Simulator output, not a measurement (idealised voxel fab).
process module | voxel gate over fins
cross-section cut | 250 nm wide | cells 5 nm
A cross-section is a grid of square cells, given in bands from the top down. A band is one or more rows of cells.
Each band's line starts with the height of the band's top and of its bottom, in nm. Then come its materials from left to right, each with its width in nm. One material with "throughout" fills the band from edge to edge. "air" is empty space.
Height 0 is the level under which the wafer as received is all one material. The lowest band goes on downwards, as in "0 down".
A width such as "30 to 40" changes by the same amount from each row of cells to the next, from the band's top row to its bottom row.
"no change" after a step means that no cell of the cross-section changed.
closed voids: empty space of 8 cells or more with no open way to the top, each as width x height at its distance from the left edge, in nm
after a step's settings: what the simulator itself notes on the step
overlay nm, on a step with a mask: how far to the right of its planned place the mask lay; to the left if negative
plan
1 op RECEIVE | material Si
2 op CONFORMAL_DEP | material SiN | thk nm 10
3 op PATTERN | tone cover | mask id FINS | material resist | width nm 15 | pitch nm 60 | thk nm 20 | overlay nm 0
4 op DIRECTIONAL_ETCH | etch materials SiN | depth nm 10
5 op DIRECTIONAL_ETCH | etch materials Si | depth nm 40
6 op STRIP | etch materials resist
7 op OXIDIZE | depth nm 5
8 op FILL_DEP | material SiO2 | thk nm 5
9 op CMP | height nm 10
10 op MASKED_ETCH | tone open | mask id RAIL | width nm 15 | etch materials SiO2 | depth nm 45 | overlay nm 0
11 op CONFORMAL_DEP | material TiN | thk nm 5
12 op FILL_DEP | material Ru | thk nm 10
13 op CMP | height nm 10
14 op SELECTIVE_ETCH | etch materials W Ru TiN | depth nm 25
15 op FILL_DEP | material SiO2 | thk nm 5
16 op CMP | height nm 10
17 op SELECTIVE_ETCH | etch materials SiO2 | depth nm 20
18 op STRIP | etch materials SiN
19 op CONFORMAL_DEP | material HfO2 | thk nm 5
20 op CONFORMAL_DEP | material TiN | thk nm 5
21 op CONFORMAL_DEP | material TiAl | thk nm 5
22 op CONFORMAL_DEP | material TiN | thk nm 5
23 op FILL_DEP | material W | thk nm 10
24 op CMP | height nm 25
25 op CONFORMAL_DEP | material SiCN | thk nm 10
first wafer, as planned
as received, after step 1
  0 down: Si throughout
  closed voids: none
after step 2
  10 to 0: SiN throughout
  below 0: unchanged
after step 3
  30 to 10: air 25 | resist 15 | air 45 | resist 15 | air 45 | resist 15 | air 45 | resist 15 | air 30
  below 10: unchanged
after step 4
  30 to 10: air 25 | resist 15 | air 45 | resist 15 | air 45 | resist 15 | air 45 | resist 15 | air 30
  10 to 0: air 25 | SiN 15 | air 45 | SiN 15 | air 45 | SiN 15 | air 45 | SiN 15 | air 30
  below 0: unchanged
after step 5
  30 to 10: air 25 | resist 15 | air 45 | resist 15 | air 45 | resist 15 | air 45 | resist 15 | air 30
  10 to 0: air 25 | SiN 15 | air 45 | SiN 15 | air 45 | SiN 15 | air 45 | SiN 15 | air 30
  0 to -40: air 25 | Si 15 | air 45 | Si 15 | air 45 | Si 15 | air 45 | Si 15 | air 30
  below -40: unchanged
after step 6
  10 to 0: air 25 | SiN 15 | air 45 | SiN 15 | air 45 | SiN 15 | air 45 | SiN 15 | air 30
  below 0: unchanged
after step 7
  10 to 0: air 25 | SiN 15 | air 45 | SiN 15 | air 45 | SiN 15 | air 45 | SiN 15 | air 30
  0 to -40: air 25 | SiO2 5 | Si 5 | SiO2 5 | air 45 | SiO2 5 | Si 5 | SiO2 5 | air 45 | SiO2 5 | Si 5 | SiO2 5 | air 45 | SiO2 5 | Si 5 | SiO2 5 | air 30
  -40 to -45: SiO2 30 | Si 5 | SiO2 55 | Si 5 | SiO2 55 | Si 5 | SiO2 55 | Si 5 | SiO2 35
  below -45: unchanged
after step 8
  15 to 10: SiO2 throughout
  10 to 0: SiO2 25 | SiN 15 | SiO2 45 | SiN 15 | SiO2 45 | SiN 15 | SiO2 45 | SiN 15 | SiO2 30
  0 to -45: SiO2 30 | Si 5 | SiO2 55 | Si 5 | SiO2 55 | Si 5 | SiO2 55 | Si 5 | SiO2 35
  below -45: unchanged
after step 9
  10 to 0: SiO2 25 | SiN 15 | SiO2 45 | SiN 15 | SiO2 45 | SiN 15 | SiO2 45 | SiN 15 | SiO2 30
  below 0: unchanged
after step 10
  10 to 0: SiO2 25 | SiN 15 | SiO2 15 | air 15 | SiO2 15 | SiN 15 | SiO2 45 | SiN 15 | SiO2 45 | SiN 15 | SiO2 30
  0 to -35: SiO2 30 | Si 5 | SiO2 20 | air 15 | SiO2 20 | Si 5 | SiO2 55 | Si 5 | SiO2 55 | Si 5 | SiO2 35
  below -35: unchanged
after step 11
  15 to 10: TiN 60 | air 5 | TiN 185
  10 to 0: SiO2 25 | SiN 15 | SiO2 15 | TiN 5 | air 5 | TiN 5 | SiO2 15 | SiN 15 | SiO2 45 | SiN 15 | SiO2 45 | SiN 15 | SiO2 30
  0 to -30: SiO2 30 | Si 5 | SiO2 20 | TiN 5 | air 5 | TiN 5 | SiO2 20 | Si 5 | SiO2 55 | Si 5 | SiO2 55 | Si 5 | SiO2 35
  -30 to -35: SiO2 30 | Si 5 | SiO2 20 | TiN 15 | SiO2 20 | Si 5 | SiO2 55 | Si 5 | SiO2 55 | Si 5 | SiO2 35
  below -35: unchanged
after step 12
  25 to 15: Ru throughout
  15 to 10: TiN 60 | Ru 5 | TiN 185
  10 to 0: SiO2 25 | SiN 15 | SiO2 15 | TiN 5 | Ru 5 | TiN 5 | SiO2 15 | SiN 15 | SiO2 45 | SiN 15 | SiO2 45 | SiN 15 | SiO2 30
  0 to -30: SiO2 30 | Si 5 | SiO2 20 | TiN 5 | Ru 5 | TiN 5 | SiO2 20 | Si 5 | SiO2 55 | Si 5 | SiO2 55 | Si 5 | SiO2 35
  below -30: unchanged
after step 13
  10 to 0: SiO2 25 | SiN 15 | SiO2 15 | TiN 5 | Ru 5 | TiN 5 | SiO2 15 | SiN 15 | SiO2 45 | SiN 15 | SiO2 45 | SiN 15 | SiO2 30
  below 0: unchanged
after step 14
  10 to 0: SiO2 25 | SiN 15 | SiO2 15 | air 15 | SiO2 15 | SiN 15 | SiO2 45 | SiN 15 | SiO2 45 | SiN 15 | SiO2 30
  0 to -15: SiO2 30 | Si 5 | SiO2 20 | air 15 | SiO2 20 | Si 5 | SiO2 55 | Si 5 | SiO2 55 | Si 5 | SiO2 35
  below -15: unchanged
after step 15
  15 to 10: SiO2 throughout
  10 to 0: SiO2 25 | SiN 15 | SiO2 45 | SiN 15 | SiO2 45 | SiN 15 | SiO2 45 | SiN 15 | SiO2 30
  0 to -15: SiO2 30 | Si 5 | SiO2 55 | Si 5 | SiO2 55 | Si 5 | SiO2 55 | Si 5 | SiO2 35
  below -15: unchanged
after step 16
  10 to 0: SiO2 25 | SiN 15 | SiO2 45 | SiN 15 | SiO2 45 | SiN 15 | SiO2 45 | SiN 15 | SiO2 30
  below 0: unchanged
after step 17
  10 to 0: air 25 | SiN 15 | air 45 | SiN 15 | air 45 | SiN 15 | air 45 | SiN 15 | air 30
  0 to -10: air 30 | Si 5 | air 55 | Si 5 | air 55 | Si 5 | air 55 | Si 5 | air 35
  below -10: unchanged
after step 18
  0 to -10: air 30 | Si 5 | air 55 | Si 5 | air 55 | Si 5 | air 55 | Si 5 | air 35
  below -10: unchanged
after step 19
  5 to 0: air 25 | HfO2 15 | air 45 | HfO2 15 | air 45 | HfO2 15 | air 45 | HfO2 15 | air 30
  0 to -5: air 25 | HfO2 5 | Si 5 | HfO2 5 | air 45 | HfO2 5 | Si 5 | HfO2 5 | air 45 | HfO2 5 | Si 5 | HfO2 5 | air 45 | HfO2 5 | Si 5 | HfO2 5 | air 30
  -5 to -10: HfO2 30 | Si 5 | HfO2 55 | Si 5 | HfO2 55 | Si 5 | HfO2 55 | Si 5 | HfO2 35
  below -10: unchanged
after step 20
  10 to 5: air 20 | TiN 25 | air 35 | TiN 25 | air 35 | TiN 25 | air 35 | TiN 25 | air 25
  5 to 0: air 20 | TiN 5 | HfO2 15 | TiN 5 | air 35 | TiN 5 | HfO2 15 | TiN 5 | air 35 | TiN 5 | HfO2 15 | TiN 5 | air 35 | TiN 5 | HfO2 15 | TiN 5 | air 25
  0 to -5: TiN 25 | HfO2 5 | Si 5 | HfO2 5 | TiN 45 | HfO2 5 | Si 5 | HfO2 5 | TiN 45 | HfO2 5 | Si 5 | HfO2 5 | TiN 45 | HfO2 5 | Si 5 | HfO2 5 | TiN 30
  below -5: unchanged
after step 21
  15 to 10: air 15 | TiAl 35 | air 25 | TiAl 35 | air 25 | TiAl 35 | air 25 | TiAl 35 | air 20
  10 to 5: air 15 | TiAl 5 | TiN 25 | TiAl 5 | air 25 | TiAl 5 | TiN 25 | TiAl 5 | air 25 | TiAl 5 | TiN 25 | TiAl 5 | air 25 | TiAl 5 | TiN 25 | TiAl 5 | air 20
  5 to 0: TiAl 20 | TiN 5 | HfO2 15 | TiN 5 | TiAl 35 | TiN 5 | HfO2 15 | TiN 5 | TiAl 35 | TiN 5 | HfO2 15 | TiN 5 | TiAl 35 | TiN 5 | HfO2 15 | TiN 5 | TiAl 25
  below 0: unchanged
after step 22
  20 to 15: air 10 | TiN 45 | air 15 | TiN 45 | air 15 | TiN 45 | air 15 | TiN 45 | air 15
  15 to 10: air 10 | TiN 5 | TiAl 35 | TiN 5 | air 15 | TiN 5 | TiAl 35 | TiN 5 | air 15 | TiN 5 | TiAl 35 | TiN 5 | air 15 | TiN 5 | TiAl 35 | TiN 5 | air 15
  10 to 5: TiN 15 | TiAl 5 | TiN 25 | TiAl 5 | TiN 25 | TiAl 5 | TiN 25 | TiAl 5 | TiN 25 | TiAl 5 | TiN 25 | TiAl 5 | TiN 25 | TiAl 5 | TiN 25 | TiAl 5 | TiN 20
  below 5: unchanged
after step 23
  30 to 20: W throughout
  20 to 15: W 10 | TiN 45 | W 15 | TiN 45 | W 15 | TiN 45 | W 15 | TiN 45 | W 15
  15 to 10: W 10 | TiN 5 | TiAl 35 | TiN 5 | W 15 | TiN 5 | TiAl 35 | TiN 5 | W 15 | TiN 5 | TiAl 35 | TiN 5 | W 15 | TiN 5 | TiAl 35 | TiN 5 | W 15
  below 10: unchanged
after step 24
  25 to 20: W throughout
  below 20: unchanged
after step 25
  35 to 25: SiCN throughout
  below 25: unchanged
second wafer: like start, like plan, one mistake. Through step 2 it matches the first wafer
when step 3 should have ended
  30 to 10: air 15 | resist 15 | air 45 | resist 15 | air 45 | resist 15 | air 45 | resist 15 | air 40
  below 10: unchanged
when step 4 should have ended
  30 to 10: air 15 | resist 15 | air 45 | resist 15 | air 45 | resist 15 | air 45 | resist 15 | air 40
  10 to 0: air 15 | SiN 15 | air 45 | SiN 15 | air 45 | SiN 15 | air 45 | SiN 15 | air 40
  below 0: unchanged
when step 5 should have ended
  30 to 10: air 15 | resist 15 | air 45 | resist 15 | air 45 | resist 15 | air 45 | resist 15 | air 40
  10 to 0: air 15 | SiN 15 | air 45 | SiN 15 | air 45 | SiN 15 | air 45 | SiN 15 | air 40
  0 to -40: air 15 | Si 15 | air 45 | Si 15 | air 45 | Si 15 | air 45 | Si 15 | air 40
  below -40: unchanged
when step 6 should have ended
  10 to 0: air 15 | SiN 15 | air 45 | SiN 15 | air 45 | SiN 15 | air 45 | SiN 15 | air 40
  below 0: unchanged
when step 7 should have ended
  10 to 0: air 15 | SiN 15 | air 45 | SiN 15 | air 45 | SiN 15 | air 45 | SiN 15 | air 40
  0 to -40: air 15 | SiO2 5 | Si 5 | SiO2 5 | air 45 | SiO2 5 | Si 5 | SiO2 5 | air 45 | SiO2 5 | Si 5 | SiO2 5 | air 45 | SiO2 5 | Si 5 | SiO2 5 | air 40
  -40 to -45: SiO2 20 | Si 5 | SiO2 55 | Si 5 | SiO2 55 | Si 5 | SiO2 55 | Si 5 | SiO2 45
  below -45: unchanged
when step 8 should have ended
  15 to 10: SiO2 throughout
  10 to 0: SiO2 15 | SiN 15 | SiO2 45 | SiN 15 | SiO2 45 | SiN 15 | SiO2 45 | SiN 15 | SiO2 40
  0 to -45: SiO2 20 | Si 5 | SiO2 55 | Si 5 | SiO2 55 | Si 5 | SiO2 55 | Si 5 | SiO2 45
  below -45: unchanged
when step 9 should have ended
  10 to 0: SiO2 15 | SiN 15 | SiO2 45 | SiN 15 | SiO2 45 | SiN 15 | SiO2 45 | SiN 15 | SiO2 40
  below 0: unchanged
when step 10 should have ended
  10 to 0: SiO2 15 | SiN 15 | SiO2 25 | air 15 | SiO2 5 | SiN 15 | SiO2 45 | SiN 15 | SiO2 45 | SiN 15 | SiO2 40
  0 to -35: SiO2 20 | Si 5 | SiO2 30 | air 15 | SiO2 10 | Si 5 | SiO2 55 | Si 5 | SiO2 55 | Si 5 | SiO2 45
  below -35: unchanged
when step 11 should have ended
  15 to 10: TiN 60 | air 5 | TiN 185
  10 to 0: SiO2 15 | SiN 15 | SiO2 25 | TiN 5 | air 5 | TiN 5 | SiO2 5 | SiN 15 | SiO2 45 | SiN 15 | SiO2 45 | SiN 15 | SiO2 40
  0 to -30: SiO2 20 | Si 5 | SiO2 30 | TiN 5 | air 5 | TiN 5 | SiO2 10 | Si 5 | SiO2 55 | Si 5 | SiO2 55 | Si 5 | SiO2 45
  -30 to -35: SiO2 20 | Si 5 | SiO2 30 | TiN 15 | SiO2 10 | Si 5 | SiO2 55 | Si 5 | SiO2 55 | Si 5 | SiO2 45
  below -35: unchanged
when step 12 should have ended
  25 to 15: Ru throughout
  15 to 10: TiN 60 | Ru 5 | TiN 185
  10 to 0: SiO2 15 | SiN 15 | SiO2 25 | TiN 5 | Ru 5 | TiN 5 | SiO2 5 | SiN 15 | SiO2 45 | SiN 15 | SiO2 45 | SiN 15 | SiO2 40
  0 to -30: SiO2 20 | Si 5 | SiO2 30 | TiN 5 | Ru 5 | TiN 5 | SiO2 10 | Si 5 | SiO2 55 | Si 5 | SiO2 55 | Si 5 | SiO2 45
  below -30: unchanged
when step 13 should have ended
  10 to 0: SiO2 15 | SiN 15 | SiO2 25 | TiN 5 | Ru 5 | TiN 5 | SiO2 5 | SiN 15 | SiO2 45 | SiN 15 | SiO2 45 | SiN 15 | SiO2 40
  below 0: unchanged
when step 14 should have ended
  10 to 0: SiO2 15 | SiN 15 | SiO2 25 | air 15 | SiO2 5 | SiN 15 | SiO2 45 | SiN 15 | SiO2 45 | SiN 15 | SiO2 40
  0 to -15: SiO2 20 | Si 5 | SiO2 30 | air 15 | SiO2 10 | Si 5 | SiO2 55 | Si 5 | SiO2 55 | Si 5 | SiO2 45
  below -15: unchanged
when step 15 should have ended
  15 to 10: SiO2 throughout
  10 to 0: SiO2 15 | SiN 15 | SiO2 45 | SiN 15 | SiO2 45 | SiN 15 | SiO2 45 | SiN 15 | SiO2 40
  0 to -15: SiO2 20 | Si 5 | SiO2 55 | Si 5 | SiO2 55 | Si 5 | SiO2 55 | Si 5 | SiO2 45
  below -15: unchanged
when step 16 should have ended
  10 to 0: SiO2 15 | SiN 15 | SiO2 45 | SiN 15 | SiO2 45 | SiN 15 | SiO2 45 | SiN 15 | SiO2 40
  below 0: unchanged
when step 17 should have ended
  10 to 0: air 15 | SiN 15 | air 45 | SiN 15 | air 45 | SiN 15 | air 45 | SiN 15 | air 40
  0 to -10: air 20 | Si 5 | air 55 | Si 5 | air 55 | Si 5 | air 55 | Si 5 | air 45
  below -10: unchanged
when step 18 should have ended
  0 to -10: air 20 | Si 5 | air 55 | Si 5 | air 55 | Si 5 | air 55 | Si 5 | air 45
  below -10: unchanged
when step 19 should have ended
  5 to 0: air 15 | HfO2 15 | air 45 | HfO2 15 | air 45 | HfO2 15 | air 45 | HfO2 15 | air 40
  0 to -5: air 15 | HfO2 5 | Si 5 | HfO2 5 | air 45 | HfO2 5 | Si 5 | HfO2 5 | air 45 | HfO2 5 | Si 5 | HfO2 5 | air 45 | HfO2 5 | Si 5 | HfO2 5 | air 40
  -5 to -10: HfO2 20 | Si 5 | HfO2 55 | Si 5 | HfO2 55 | Si 5 | HfO2 55 | Si 5 | HfO2 45
  below -10: unchanged
when step 20 should have ended
  10 to 5: air 10 | TiN 25 | air 35 | TiN 25 | air 35 | TiN 25 | air 35 | TiN 25 | air 35
  5 to 0: air 10 | TiN 5 | HfO2 15 | TiN 5 | air 35 | TiN 5 | HfO2 15 | TiN 5 | air 35 | TiN 5 | HfO2 15 | TiN 5 | air 35 | TiN 5 | HfO2 15 | TiN 5 | air 35
  0 to -5: TiN 15 | HfO2 5 | Si 5 | HfO2 5 | TiN 45 | HfO2 5 | Si 5 | HfO2 5 | TiN 45 | HfO2 5 | Si 5 | HfO2 5 | TiN 45 | HfO2 5 | Si 5 | HfO2 5 | TiN 40
  below -5: unchanged
when step 21 should have ended
  15 to 10: air 5 | TiAl 35 | air 25 | TiAl 35 | air 25 | TiAl 35 | air 25 | TiAl 35 | air 30
  10 to 5: air 5 | TiAl 5 | TiN 25 | TiAl 5 | air 25 | TiAl 5 | TiN 25 | TiAl 5 | air 25 | TiAl 5 | TiN 25 | TiAl 5 | air 25 | TiAl 5 | TiN 25 | TiAl 5 | air 30
  5 to 0: TiAl 10 | TiN 5 | HfO2 15 | TiN 5 | TiAl 35 | TiN 5 | HfO2 15 | TiN 5 | TiAl 35 | TiN 5 | HfO2 15 | TiN 5 | TiAl 35 | TiN 5 | HfO2 15 | TiN 5 | TiAl 35
  below 0: unchanged
when step 22 should have ended
  20 to 15: TiN 45 | air 15 | TiN 45 | air 15 | TiN 45 | air 15 | TiN 45 | air 25
  15 to 10: TiN 5 | TiAl 35 | TiN 5 | air 15 | TiN 5 | TiAl 35 | TiN 5 | air 15 | TiN 5 | TiAl 35 | TiN 5 | air 15 | TiN 5 | TiAl 35 | TiN 5 | air 25
  10 to 5: TiN 5 | TiAl 5 | TiN 25 | TiAl 5 | TiN 25 | TiAl 5 | TiN 25 | TiAl 5 | TiN 25 | TiAl 5 | TiN 25 | TiAl 5 | TiN 25 | TiAl 5 | TiN 25 | TiAl 5 | TiN 30
  below 5: unchanged
when step 23 should have ended
  30 to 20: W throughout
  20 to 15: TiN 45 | W 15 | TiN 45 | W 15 | TiN 45 | W 15 | TiN 45 | W 25
  15 to 10: TiN 5 | TiAl 35 | TiN 5 | W 15 | TiN 5 | TiAl 35 | TiN 5 | W 15 | TiN 5 | TiAl 35 | TiN 5 | W 15 | TiN 5 | TiAl 35 | TiN 5 | W 25
  below 10: unchanged
when step 24 should have ended
  25 to 20: W throughout
  below 20: unchanged
when step 25 should have ended
  35 to 25: SiCN throughout
  below 25: unchanged
what went wrong: step 3 ran as: op PATTERN | tone cover | mask id FINS | material resist | width nm 15 | pitch nm 60 | thk nm 20 | overlay nm -10
at the end the second wafer has, in cells: as many of each material as the first, in other places
